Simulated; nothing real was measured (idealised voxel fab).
process module | voxel transistor to metal
cross-section cut | 145 nm wide | cells 5 nm
A cross-section is a grid of square cells, given in bands from the top down. A band is one or more rows of cells.
Each band's line starts with the height of the band's top and of its bottom, in nm. Then come its materials from left to right, each with its width in nm. One material with "throughout" fills the band from edge to edge. "air" is empty space.
Height 0 is the level under which the wafer as received is all one material. The lowest band goes on downwards, as in "0 down".
A width such as "30 to 40" changes by the same amount from each row of cells to the next, from the band's top row to its bottom row.
"no change" after a step means that no cell of the cross-section changed.
closed voids: empty space of 8 cells or more with no open way to the top, each as width x height at its distance from the left edge, in nm
after a step's settings: what the simulator itself notes on the step
overlay nm, on a step with a mask: how far to the right of its planned place the mask lay; to the left if negative
plan
1 op RECEIVE | material Si
2 op CONFORMAL_DEP | material SiO2 | thk nm 5
3 op CONFORMAL_DEP | material SiN | thk nm 15
4 op DIRECTIONAL_DEP | material aC | thk nm 10
5 op PATTERN | tone cover | mask id ACTIVE | material resist | width nm 100 | thk nm 25 | overlay nm 0
6 op DIRECTIONAL_ETCH | etch materials aC | depth nm 10
7 op STRIP | etch materials resist
8 op DIRECTIONAL_ETCH | etch materials SiN | depth nm 15
9 op DIRECTIONAL_ETCH | etch materials SiO2 | depth nm 5
10 op DIRECTIONAL_ETCH | etch materials Si | depth nm 20
11 op STRIP | etch materials aC
12 op FILL_DEP | material SiO2 | thk nm 15
13 op CMP | height nm 20
14 op SELECTIVE_ETCH | etch materials SiO2 | depth nm 15
15 op STRIP | etch materials SiN
16 op SELECTIVE_ETCH | etch materials SiO2 | depth nm 5
17 op OXIDIZE | depth nm 5
18 op DIRECTIONAL_DEP | material polySi | thk nm 25
19 op DIRECTIONAL_DEP | material SiCN | thk nm 10
20 op MASKED_ETCH | tone cover | mask id GATE | width nm 20 | etch materials SiCN | depth nm 20 | overlay nm 0
21 op MASKED_ETCH | tone cover | mask id GATE | width nm 20 | etch materials polySi | depth nm 35 | overlay nm 0
22 op CONFORMAL_DEP | material SiO2 | thk nm 5
23 op DIRECTIONAL_ETCH | etch materials SiO2 | depth nm 5
24 op CONFORMAL_DEP | material SiN | thk nm 10
25 op DIRECTIONAL_ETCH | etch materials SiN | depth nm 10
26 op DIRECTIONAL_ETCH | etch materials SiO2 | depth nm 5
27 op DIRECTIONAL_ETCH | etch materials Si | depth nm 5
28 op EPI | material pSi | thk nm 10
29 op FILL_DEP | material SiO2 | thk nm 10
30 op CMP | height nm 35
31 op DIRECTIONAL_DEP | material SiO2 | thk nm 15
32 op MASKED_ETCH | tone open | mask id CONTACT | width nm 20 | pitch nm 70 | etch materials SiO2 | depth nm 50 | overlay nm 0
33 op CONFORMAL_DEP | material TiN | thk nm 5
34 op FILL_DEP | material W | thk nm 10
35 op CMP | height nm 50
36 op CONFORMAL_DEP | material SiN | thk nm 5
37 op DIRECTIONAL_DEP | material lowk | thk nm 15
38 op MASKED_ETCH | tone open | mask id METAL_1 | width nm 20 | pitch nm 70 | etch materials lowk | depth nm 15 | overlay nm 0
39 op MASKED_ETCH | tone open | mask id METAL_1 | width nm 20 | pitch nm 70 | etch materials SiN | depth nm 5 | overlay nm 0
40 op CONFORMAL_DEP | material TiN | thk nm 5
41 op FILL_DEP | material Cu | thk nm 10
42 op CMP | height nm 70
43 op CONFORMAL_DEP | material SiCN | thk nm 5
44 op DIRECTIONAL_DEP | material lowk | thk nm 30
45 op DIRECTIONAL_DEP | material aC | thk nm 10
46 op PATTERN | tone open | mask id METAL_2 | material resist | width nm 20 | pitch nm 70 | thk nm 30 | overlay nm 0
47 op DIRECTIONAL_ETCH | etch materials aC | depth nm 10
48 op STRIP | etch materials resist
49 op DIRECTIONAL_ETCH | etch materials lowk | depth nm 15
50 op STRIP | etch materials aC
51 op DIRECTIONAL_DEP | material aC | thk nm 10
52 op PATTERN | tone open | mask id METAL_2_HOLES | material resist | width nm 15 | pitch nm 70 | thk nm 30 | overlay nm 0
53 op DIRECTIONAL_ETCH | etch materials aC | depth nm 10
54 op STRIP | etch materials resist
55 op DIRECTIONAL_ETCH | etch materials lowk | depth nm 15
56 op DIRECTIONAL_ETCH | etch materials SiCN | depth nm 5
57 op STRIP | etch materials aC
58 op CONFORMAL_DEP | material TiN | thk nm 5
59 op FILL_DEP | material Ru | thk nm 10
60 op CMP | height nm 105
61 op CONFORMAL_DEP | material SiCN | thk nm 5
as received, after step 1
  0 down: Si throughout
  closed voids: none
first wafer at the end, as planned
  110 to 105: SiCN throughout
  105 to 95: lowk 25 | TiN 5 | Ru 10 | TiN 5 | lowk 50 | TiN 5 | Ru 10 | TiN 5 | lowk 30
  95 to 90: lowk 25 | TiN 5 | Ru 5 | TiN 10 | lowk 50 | TiN 5 | Ru 5 | TiN 10 | lowk 30
  90 to 75: lowk 25 | TiN 5 | Ru 5 | TiN 5 | lowk 55 | TiN 5 | Ru 5 | TiN 5 | lowk 35
  75 to 70: SiCN 25 | TiN 15 | SiCN 55 | TiN 15 | SiCN 35
  70 to 55: lowk 25 | TiN 5 | Cu 10 | TiN 5 | lowk 50 | TiN 5 | Cu 10 | TiN 5 | lowk 30
  55 to 50: SiN 25 | TiN 20 | SiN 50 | TiN 20 | SiN 30
  50 to 35: SiO2 25 | TiN 5 | W 10 | TiN 5 | SiO2 50 | TiN 5 | W 10 | TiN 5 | SiO2 30
  35 to 25: SiO2 25 | TiN 5 | W 10 | TiN 5 | SiN 10 | SiO2 5 | SiCN 20 | SiO2 5 | SiN 10 | TiN 5 | W 10 | TiN 5 | SiO2 30
  25 to 10: SiO2 25 | TiN 5 | W 10 | TiN 5 | SiN 10 | SiO2 5 | polySi 20 | SiO2 5 | SiN 10 | TiN 5 | W 10 | TiN 5 | SiO2 30
  10 to 5: SiO2 25 | TiN 20 | SiN 10 | SiO2 5 | polySi 20 | SiO2 5 | SiN 10 | TiN 20 | SiO2 30
  5 to 0: SiO2 25 | TiN 10 | pSi 10 | SiN 10 | SiO2 5 | polySi 20 | SiO2 5 | SiN 10 | pSi 10 | TiN 10 | SiO2 30
  0 to -5: SiO2 15 | pSi 30 | SiO2 50 | pSi 30 | SiO2 20
  -5 to -10: SiO2 20 | pSi 25 | Si 50 | pSi 25 | SiO2 25
  -10 to -20: SiO2 20 | Si 100 | SiO2 25
  -20 down: Si throughout
  closed voids: none
second wafer at the end: like start, like plan, one mistake
  110 to 105: SiCN throughout
  105 to 80: lowk 25 | TiN 5 | Ru 10 | TiN 5 | lowk 50 | TiN 5 | Ru 10 | TiN 5 | lowk 30
  80 to 75: lowk 25 | TiN 5 | Ru 5 | TiN 10 | lowk 50 | TiN 5 | Ru 5 | TiN 10 | lowk 30
  75 to 70: SiCN 25 | TiN 15 | SiCN 55 | TiN 15 | SiCN 35
  70 to 55: lowk 25 | TiN 5 | Cu 10 | TiN 5 | lowk 50 | TiN 5 | Cu 10 | TiN 5 | lowk 30
  55 to 50: SiN 25 | TiN 20 | SiN 50 | TiN 20 | SiN 30
  50 to 35: SiO2 25 | TiN 5 | W 10 | TiN 5 | SiO2 50 | TiN 5 | W 10 | TiN 5 | SiO2 30
  35 to 25: SiO2 25 | TiN 5 | W 10 | TiN 5 | SiN 10 | SiO2 5 | SiCN 20 | SiO2 5 | SiN 10 | TiN 5 | W 10 | TiN 5 | SiO2 30
  25 to 10: SiO2 25 | TiN 5 | W 10 | TiN 5 | SiN 10 | SiO2 5 | polySi 20 | SiO2 5 | SiN 10 | TiN 5 | W 10 | TiN 5 | SiO2 30
  10 to 5: SiO2 25 | TiN 20 | SiN 10 | SiO2 5 | polySi 20 | SiO2 5 | SiN 10 | TiN 20 | SiO2 30
  5 to 0: SiO2 25 | TiN 10 | pSi 10 | SiN 10 | SiO2 5 | polySi 20 | SiO2 5 | SiN 10 | pSi 10 | TiN 10 | SiO2 30
  0 to -5: SiO2 15 | pSi 30 | SiO2 50 | pSi 30 | SiO2 20
  -5 to -10: SiO2 20 | pSi 25 | Si 50 | pSi 25 | SiO2 25
  -10 to -20: SiO2 20 | Si 100 | SiO2 25
  -20 down: Si throughout
  closed voids: none
what went wrong: step 49 was run twice
at the end the second wafer has, in cells: 6 more of Ru | 6 fewer of lowk
